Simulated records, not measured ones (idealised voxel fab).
This is a process module. Its name is voxel ribs on slabs.
Cross-sectional view cut (width: 190 nm; square cell size: 5 nm).
Format of a cross-section: grid, square cells. Given as bands. Order: top down. Band: one or more rows of cells. The band entry comprises the height of the band's top followed by the height of its bottom, expressed in nm, and subsequently the band's materials from left to right, each stated together with its width in nm. Where a single material is marked with the word "full width", that material fills the band from edge to edge. The word "empty" represents empty space. Ref level 0: as-received wafer is one material below here. Bottom band extends down with no lower bound ("from 0 down"). Top row gets the first number, bottom row gets the second, and each row in between changes by the same step: that is how a band width like "30..40" works. Any step labelled "nothing changed" changed none of the cells in the cross-section. Any empty space of 8 cells or more lacking an open way to the top shows up in "Closed internal voids" as width x height at distance, distance from the left edge, in nm. If you see something after the settings on a step's line, that's the simulator's own remark about that step. The optional step-line setting "overlay nm" applies to steps with a mask and quantifies how far to the right of its planned location the mask lay, a negative value indicating leftward placement.
THE PLANNED PROCESS STEPS ARE ENUMERATED HEREUNDER
- 1: RECEIVE: material Si
- 2: DIRECTIONAL_DEP: material SiO2, thk nm 20
- 3: DIRECTIONAL_DEP: material SiN, thk nm 20
- 4: DIRECTIONAL_DEP: material aC, thk nm 10
- 5: PATTERN: tone cover, mask id RIB, material resist, width nm 30, thk nm 30, overlay nm 0
- 6: DIRECTIONAL_ETCH: etch materials aC, depth nm 10
- 7: STRIP: etch materials resist
- 8: DIRECTIONAL_ETCH: etch materials SiN, depth nm 10
- 9: STRIP: etch materials aC
- 10: MASKED_ETCH: tone cover, mask id SLAB, width nm 70, etch materials SiN, depth nm 10, overlay nm 0
- 11: FILL_DEP: material SiO2, thk nm 20
- 12: CMP: height nm 55
- 13: DIRECTIONAL_DEP: material TiN, thk nm 10
- 14: PATTERN: tone cover, mask id HEATER, material resist, width nm 40, thk nm 20, overlay nm 0
- 15: DIRECTIONAL_ETCH: etch materials TiN, depth nm 10
- 16: STRIP: etch materials resist
- 17: CONFORMAL_DEP: material SiN, thk nm 5
FIRST OF TWO WAFERS, PROCESSED ACCORDING TO PLAN
THIS IS THE CROSS-SECTION OF THE WAFER AS WE RECEIVED IT, I.E. AFTER STEP 1
> from 0 down  Si full width
> Closed internal voids: none
SO THIS IS THE WAFER CROSS-SECTION RIGHT AFTER STEP 2
> from 20 to 0  SiO2 full width
> Lower than 0, everything is as it was.
SO THIS IS THE WAFER CROSS-SECTION RIGHT AFTER STEP 3
> from 40 to 20  SiN full width
> Lower than 20, everything is as it was.
SO THIS IS THE WAFER CROSS-SECTION RIGHT AFTER STEP 4
> from 50 to 40  aC full width
> Lower than 40, everything is as it was.
SO THIS IS THE WAFER CROSS-SECTION RIGHT AFTER STEP 5
> from 80 to 50  80 empty | 30 resist | 80 empty
> Lower than 50, everything is as it was.
SO THIS IS THE WAFER CROSS-SECTION RIGHT AFTER STEP 6
> from 70 to 50  80 empty | 30 resist | 80 empty
> from 50 to 40  80 empty | 30 aC | 80 empty
> Lower than 40, everything is as it was.
SO THIS IS THE WAFER CROSS-SECTION RIGHT AFTER STEP 7
> from 50 to 40  80 empty | 30 aC | 80 empty
> Lower than 40, everything is as it was.
SO THIS IS THE WAFER CROSS-SECTION RIGHT AFTER STEP 8
> from 50 to 40  80 empty | 30 aC | 80 empty
> from 40 to 30  80 empty | 30 SiN | 80 empty
> Lower than 30, everything is as it was.
SO THIS IS THE WAFER CROSS-SECTION RIGHT AFTER STEP 9
> from 40 to 30  80 empty | 30 SiN | 80 empty
> Lower than 30, everything is as it was.
SO THIS IS THE WAFER CROSS-SECTION RIGHT AFTER STEP 10
> from 40 to 30  80 empty | 30 SiN | 80 empty
> from 30 to 20  60 empty | 70 SiN | 60 empty
> Lower than 20, everything is as it was.
SO THIS IS THE WAFER CROSS-SECTION RIGHT AFTER STEP 11
> from 60 to 40  SiO2 full width
> from 40 to 30  80 SiO2 | 30 SiN | 80 SiO2
> from 30 to 20  60 SiO2 | 70 SiN | 60 SiO2
> Lower than 20, everything is as it was.
SO THIS IS THE WAFER CROSS-SECTION RIGHT AFTER STEP 12
> from 55 to 40  SiO2 full width
> Lower than 40, everything is as it was.
SO THIS IS THE WAFER CROSS-SECTION RIGHT AFTER STEP 13
> from 65 to 55  TiN full width
> Lower than 55, everything is as it was.
SO THIS IS THE WAFER CROSS-SECTION RIGHT AFTER STEP 14
> from 85 to 65  75 empty | 40 resist | 75 empty
> Lower than 65, everything is as it was.
SO THIS IS THE WAFER CROSS-SECTION RIGHT AFTER STEP 15
> from 85 to 65  75 empty | 40 resist | 75 empty
> from 65 to 55  75 empty | 40 TiN | 75 empty
> Lower than 55, everything is as it was.
SO THIS IS THE WAFER CROSS-SECTION RIGHT AFTER STEP 16
> from 65 to 55  75 empty | 40 TiN | 75 empty
> Lower than 55, everything is as it was.
SO THIS IS THE WAFER CROSS-SECTION RIGHT AFTER STEP 17
> from 70 to 65  70 empty | 50 SiN | 70 empty
> from 65 to 60  70 empty | 5 SiN | 40 TiN | 5 SiN | 70 empty
> from 60 to 55  75 SiN | 40 TiN | 75 SiN
> Lower than 55, everything is as it was.
WHAT FOLLOWS CONCERNS THE SECOND WAFER, WHICH STARTED OUT LIKE THE FIRST AND WAS MEANT TO FOLLOW THE VERY SAME PLAN; ONE MISTAKE CREPT IN WHEN IT WAS RUN, BUT EVERYTHING UP TO AND INCLUDING STEP 1 IS THE SAME AS FOR THE FIRST WAFER
THE SECOND WAFER CUT THROUGH, AT THE TIME STEP 2 WAS SUPPOSED TO BE FINISHED
> from 40 to 0  SiO2 full width
> Lower than 0, everything is as it was.
THE SECOND WAFER CUT THROUGH, AT THE TIME STEP 3 WAS SUPPOSED TO BE FINISHED
> from 60 to 40  SiN full width
> Lower than 40, everything is as it was.
THE SECOND WAFER CUT THROUGH, AT THE TIME STEP 4 WAS SUPPOSED TO BE FINISHED
> from 70 to 60  aC full width
> Lower than 60, everything is as it was.
THE SECOND WAFER CUT THROUGH, AT THE TIME STEP 5 WAS SUPPOSED TO BE FINISHED
> from 100 to 70  80 empty | 30 resist | 80 empty
> Lower than 70, everything is as it was.
THE SECOND WAFER CUT THROUGH, AT THE TIME STEP 6 WAS SUPPOSED TO BE FINISHED
> from 90 to 70  80 empty | 30 resist | 80 empty
> from 70 to 60  80 empty | 30 aC | 80 empty
> Lower than 60, everything is as it was.
THE SECOND WAFER CUT THROUGH, AT THE TIME STEP 7 WAS SUPPOSED TO BE FINISHED
> from 70 to 60  80 empty | 30 aC | 80 empty
> Lower than 60, everything is as it was.
THE SECOND WAFER CUT THROUGH, AT THE TIME STEP 8 WAS SUPPOSED TO BE FINISHED
> from 70 to 60  80 empty | 30 aC | 80 empty
> from 60 to 50  80 empty | 30 SiN | 80 empty
> Lower than 50, everything is as it was.
THE SECOND WAFER CUT THROUGH, AT THE TIME STEP 9 WAS SUPPOSED TO BE FINISHED
> from 60 to 50  80 empty | 30 SiN | 80 empty
> Lower than 50, everything is as it was.
THE SECOND WAFER CUT THROUGH, AT THE TIME STEP 10 WAS SUPPOSED TO BE FINISHED
> from 60 to 50  80 empty | 30 SiN | 80 empty
> from 50 to 40  60 empty | 70 SiN | 60 empty
> Lower than 40, everything is as it was.
THE SECOND WAFER CUT THROUGH, AT THE TIME STEP 11 WAS SUPPOSED TO BE FINISHED
> from 80 to 60  SiO2 full width
> from 60 to 50  80 SiO2 | 30 SiN | 80 SiO2
> from 50 to 40  60 SiO2 | 70 SiN | 60 SiO2
> Lower than 40, everything is as it was.
THE SECOND WAFER CUT THROUGH, AT THE TIME STEP 12 WAS SUPPOSED TO BE FINISHED
> from 55 to 50  80 SiO2 | 30 SiN | 80 SiO2
> Lower than 50, everything is as it was.
THE SECOND WAFER CUT THROUGH, AT THE TIME STEP 13 WAS SUPPOSED TO BE FINISHED
> from 65 to 55  TiN full width
> Lower than 55, everything is as it was.
THE SECOND WAFER CUT THROUGH, AT THE TIME STEP 14 WAS SUPPOSED TO BE FINISHED
> from 85 to 65  75 empty | 40 resist | 75 empty
> Lower than 65, everything is as it was.
THE SECOND WAFER CUT THROUGH, AT THE TIME STEP 15 WAS SUPPOSED TO BE FINISHED
> from 85 to 65  75 empty | 40 resist | 75 empty
> from 65 to 55  75 empty | 40 TiN | 75 empty
> Lower than 55, everything is as it was.
THE SECOND WAFER CUT THROUGH, AT THE TIME STEP 16 WAS SUPPOSED TO BE FINISHED
> from 65 to 55  75 empty | 40 TiN | 75 empty
> Lower than 55, everything is as it was.
THE SECOND WAFER CUT THROUGH, AT THE TIME STEP 17 WAS SUPPOSED TO BE FINISHED
> from 70 to 65  70 empty | 50 SiN | 70 empty
> from 65 to 60  70 empty | 5 SiN | 40 TiN | 5 SiN | 70 empty
> from 60 to 55  75 SiN | 40 TiN | 75 SiN
> Lower than 55, everything is as it was.
Processing error: regarding the plan, step 2 was run twice
Upon completion, the second wafer contains, in terms of cells, a greater or smaller amount of certain materials than the first wafer: -6 SiN, +6 SiO2
